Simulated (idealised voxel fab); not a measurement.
The name of this process module is voxel self aligned contacts.
225 nm wide, 5 nm square cells: that's cross-section cut.
Format of a cross-section: grid, square cells. Given as bands. Order: top down. Band: one or more rows of cells.
The band entry comprises the height of the band's top followed by the height of its bottom, expressed in nm, and subsequently the band's materials from left to right, each stated together with its width in nm. Where a single material is marked with the word "throughout", that material fills the band from edge to edge. The word "empty" represents empty space.
A quick word on heights: they are counted from 0, and under that level the wafer as it came to us is one material throughout. The lowest band is different from the rest in having no bottom; it simply continues downward, written as in "0 and below".
Width "30 to 40": first value at the band's top row of cells, second value at its bottom row, equal change from row to row.
You'll sometimes find "stayed the same" written for a step, and that's the way of saying that nowhere in the cross-section did a cell change during that step.
Under "closed voids" you'll find the enclosed gaps, the ones with no way out to the top, that are 8 cells or bigger; each reads width x height at distance, with distance counted from the left edge, everything in nm.
after a step's settings: what the simulator itself notes on the step
The "overlay nm" setting may appear on a step's line; for a step that uses a mask, it gives how far to the right of its planned position the mask lay, and a negative value indicates the left.
The steps planned for the process are as follows:
step 1: RECEIVE [material Si]
step 2: OXIDIZE [depth nm 5]
step 3: DIRECTIONAL_DEP [material polySi] [thk nm 30]
step 4: DIRECTIONAL_DEP [material SiN] [thk nm 15]
step 5: MASKED_ETCH [tone cover] [mask id GATE] [width nm 30] [pitch nm 55] [etch materials SiN] [depth nm 15] [overlay nm 0]
step 6: MASKED_ETCH [tone cover] [mask id GATE] [width nm 30] [pitch nm 55] [etch materials polySi] [depth nm 30] [overlay nm 0]
step 7: CONFORMAL_DEP [material SiN] [thk nm 5]
step 8: DIRECTIONAL_ETCH [etch materials SiN] [depth nm 5]
step 9: FILL_DEP [material SiO2] [thk nm 20]
step 10: CMP [height nm 55]
step 11: MASKED_ETCH [tone open] [mask id CONTACT] [width nm 35] [pitch nm 55] [etch materials SiO2] [depth nm 60] [overlay nm 0]
step 12: CONFORMAL_DEP [material TiN] [thk nm 5]
step 13: FILL_DEP [material W] [thk nm 10]
step 14: CMP [height nm 55]
step 15: CONFORMAL_DEP [material SiN] [thk nm 5]
first wafer, as planned:
Cross-sectional view of the wafer in its as-received condition, corresponding to the state after step 1:
  0 and below | Si throughout
  closed voids: none
You're looking at a cross-section of the wafer after step 2:
  0 down to -5 | SiO2 throughout
  No changes below -5.
You're looking at a cross-section of the wafer after step 3:
  30 down to 0 | polySi throughout
  No changes below 0.
You're looking at a cross-section of the wafer after step 4:
  45 down to 30 | SiN throughout
  No changes below 30.
You're looking at a cross-section of the wafer after step 5:
  45 down to 30 | 40 of empty / 30 of SiN / 25 of empty / 30 of SiN / 25 of empty / 30 of SiN / 45 of empty
  No changes below 30.
You're looking at a cross-section of the wafer after step 6:
  45 down to 30 | 40 of empty / 30 of SiN / 25 of empty / 30 of SiN / 25 of empty / 30 of SiN / 45 of empty
  30 down to 0 | 40 of empty / 30 of polySi / 25 of empty / 30 of polySi / 25 of empty / 30 of polySi / 45 of empty
  No changes below 0.
You're looking at a cross-section of the wafer after step 7:
  50 down to 30 | 35 of empty / 40 of SiN / 15 of empty / 40 of SiN / 15 of empty / 40 of SiN / 40 of empty
  30 down to 5 | 35 of empty / 5 of SiN / 30 of polySi / 5 of SiN / 15 of empty / 5 of SiN / 30 of polySi / 5 of SiN / 15 of empty / 5 of SiN / 30 of polySi / 5 of SiN / 40 of empty
  5 down to 0 | 40 of SiN / 30 of polySi / 25 of SiN / 30 of polySi / 25 of SiN / 30 of polySi / 45 of SiN
  No changes below 0.
You're looking at a cross-section of the wafer after step 8:
  45 down to 30 | 35 of empty / 40 of SiN / 15 of empty / 40 of SiN / 15 of empty / 40 of SiN / 40 of empty
  30 down to 0 | 35 of empty / 5 of SiN / 30 of polySi / 5 of SiN / 15 of empty / 5 of SiN / 30 of polySi / 5 of SiN / 15 of empty / 5 of SiN / 30 of polySi / 5 of SiN / 40 of empty
  No changes below 0.
You're looking at a cross-section of the wafer after step 9:
  65 down to 45 | SiO2 throughout
  45 down to 30 | 35 of SiO2 / 40 of SiN / 15 of SiO2 / 40 of SiN / 15 of SiO2 / 40 of SiN / 40 of SiO2
  30 down to 0 | 35 of SiO2 / 5 of SiN / 30 of polySi / 5 of SiN / 15 of SiO2 / 5 of SiN / 30 of polySi / 5 of SiN / 15 of SiO2 / 5 of SiN / 30 of polySi / 5 of SiN / 40 of SiO2
  No changes below 0.
You're looking at a cross-section of the wafer after step 10:
  55 down to 45 | SiO2 throughout
  No changes below 45.
You're looking at a cross-section of the wafer after step 11:
  55 down to 45 | 65 of SiO2 / 35 of empty / 20 of SiO2 / 35 of empty / 70 of SiO2
  45 down to 30 | 35 of SiO2 / 40 of SiN / 15 of empty / 40 of SiN / 15 of empty / 40 of SiN / 40 of SiO2
  30 down to 0 | 35 of SiO2 / 5 of SiN / 30 of polySi / 5 of SiN / 15 of empty / 5 of SiN / 30 of polySi / 5 of SiN / 15 of empty / 5 of SiN / 30 of polySi / 5 of SiN / 40 of SiO2
  0 down to -5 | 75 of SiO2 / 15 of empty / 40 of SiO2 / 15 of empty / 80 of SiO2
  No changes below -5.
You're looking at a cross-section of the wafer after step 12:
  60 down to 55 | 70 of TiN / 25 of empty / 30 of TiN / 25 of empty / 75 of TiN
  55 down to 45 | 65 of SiO2 / 5 to 15 of TiN / 25 to 5 of empty / 5 to 15 of TiN / 20 of SiO2 / 5 to 15 of TiN / 25 to 5 of empty / 5 to 15 of TiN / 70 of SiO2
  45 down to 30 | 35 of SiO2 / 40 of SiN / 5 of TiN / 5 of empty / 5 of TiN / 40 of SiN / 5 of TiN / 5 of empty / 5 of TiN / 40 of SiN / 40 of SiO2
  30 down to 0 | 35 of SiO2 / 5 of SiN / 30 of polySi / 5 of SiN / 5 of TiN / 5 of empty / 5 of TiN / 5 of SiN / 30 of polySi / 5 of SiN / 5 of TiN / 5 of empty / 5 of TiN / 5 of SiN / 30 of polySi / 5 of SiN / 40 of SiO2
  0 down to -5 | 75 of SiO2 / 15 of TiN / 40 of SiO2 / 15 of TiN / 80 of SiO2
  No changes below -5.
You're looking at a cross-section of the wafer after step 13:
  70 down to 60 | W throughout
  60 down to 55 | 70 of TiN / 25 of W / 30 of TiN / 25 of W / 75 of TiN
  55 down to 45 | 65 of SiO2 / 5 to 15 of TiN / 25 to 5 of W / 5 to 15 of TiN / 20 of SiO2 / 5 to 15 of TiN / 25 to 5 of W / 5 to 15 of TiN / 70 of SiO2
  45 down to 30 | 35 of SiO2 / 40 of SiN / 5 of TiN / 5 of W / 5 of TiN / 40 of SiN / 5 of TiN / 5 of W / 5 of TiN / 40 of SiN / 40 of SiO2
  30 down to 0 | 35 of SiO2 / 5 of SiN / 30 of polySi / 5 of SiN / 5 of TiN / 5 of W / 5 of TiN / 5 of SiN / 30 of polySi / 5 of SiN / 5 of TiN / 5 of W / 5 of TiN / 5 of SiN / 30 of polySi / 5 of SiN / 40 of SiO2
  No changes below 0.
You're looking at a cross-section of the wafer after step 14:
  55 down to 45 | 65 of SiO2 / 5 to 15 of TiN / 25 to 5 of W / 5 to 15 of TiN / 20 of SiO2 / 5 to 15 of TiN / 25 to 5 of W / 5 to 15 of TiN / 70 of SiO2
  No changes below 45.
You're looking at a cross-section of the wafer after step 15:
  60 down to 55 | SiN throughout
  No changes below 55.
Wafer two. Identical start, identical plan. One mistake in execution. Identical history through step 4:
Second wafer, section view, time point: scheduled end of step 5:
  45 down to 30 | 40 of SiN / 30 of empty / 25 of SiN / 30 of empty / 25 of SiN / 30 of empty / 45 of SiN
  No changes below 30.
Second wafer, section view, time point: scheduled end of step 6: stayed the same
Second wafer, section view, time point: scheduled end of step 7:
  50 down to 35 | 45 of SiN / 20 of empty / 35 of SiN / 20 of empty / 35 of SiN / 20 of empty / 50 of SiN
  35 down to 30 | SiN throughout
  No changes below 30.
Second wafer, section view, time point: scheduled end of step 8:
  45 down to 30 | 45 of SiN / 20 of empty / 35 of SiN / 20 of empty / 35 of SiN / 20 of empty / 50 of SiN
  No changes below 30.
Second wafer, section view, time point: scheduled end of step 9:
  65 down to 45 | SiO2 throughout
  45 down to 30 | 45 of SiN / 20 of SiO2 / 35 of SiN / 20 of SiO2 / 35 of SiN / 20 of SiO2 / 50 of SiN
  No changes below 30.
Second wafer, section view, time point: scheduled end of step 10:
  55 down to 45 | SiO2 throughout
  No changes below 45.
Second wafer, section view, time point: scheduled end of step 11:
  55 down to 45 | 65 of SiO2 / 35 of empty / 20 of SiO2 / 35 of empty / 70 of SiO2
  No changes below 45.
Second wafer, section view, time point: scheduled end of step 12:
  60 down to 55 | 70 of TiN / 25 of empty / 30 of TiN / 25 of empty / 75 of TiN
  55 down to 50 | 65 of SiO2 / 5 of TiN / 25 of empty / 5 of TiN / 20 of SiO2 / 5 of TiN / 25 of empty / 5 of TiN / 70 of SiO2
  50 down to 45 | 65 of SiO2 / 35 of TiN / 20 of SiO2 / 35 of TiN / 70 of SiO2
  No changes below 45.
Second wafer, section view, time point: scheduled end of step 13:
  70 down to 60 | W throughout
  60 down to 55 | 70 of TiN / 25 of W / 30 of TiN / 25 of W / 75 of TiN
  55 down to 50 | 65 of SiO2 / 5 of TiN / 25 of W / 5 of TiN / 20 of SiO2 / 5 of TiN / 25 of W / 5 of TiN / 70 of SiO2
  No changes below 50.
Second wafer, section view, time point: scheduled end of step 14:
  55 down to 50 | 65 of SiO2 / 5 of TiN / 25 of W / 5 of TiN / 20 of SiO2 / 5 of TiN / 25 of W / 5 of TiN / 70 of SiO2
  No changes below 50.
Second wafer, section view, time point: scheduled end of step 15:
  60 down to 55 | SiN throughout
  No changes below 55.
Here's what went sideways: rather than as planned, step 5 actually ran as MASKED_ETCH [tone open] [mask id GATE] [width nm 30] [pitch nm 55] [etch materials SiN] [depth nm 15] [overlay nm 0]
Wafer comparison, final, in cells, second relative to first, materials more or fewer: SiN -9 | SiO2 -93 | TiN -40 | W -20 | polySi +162
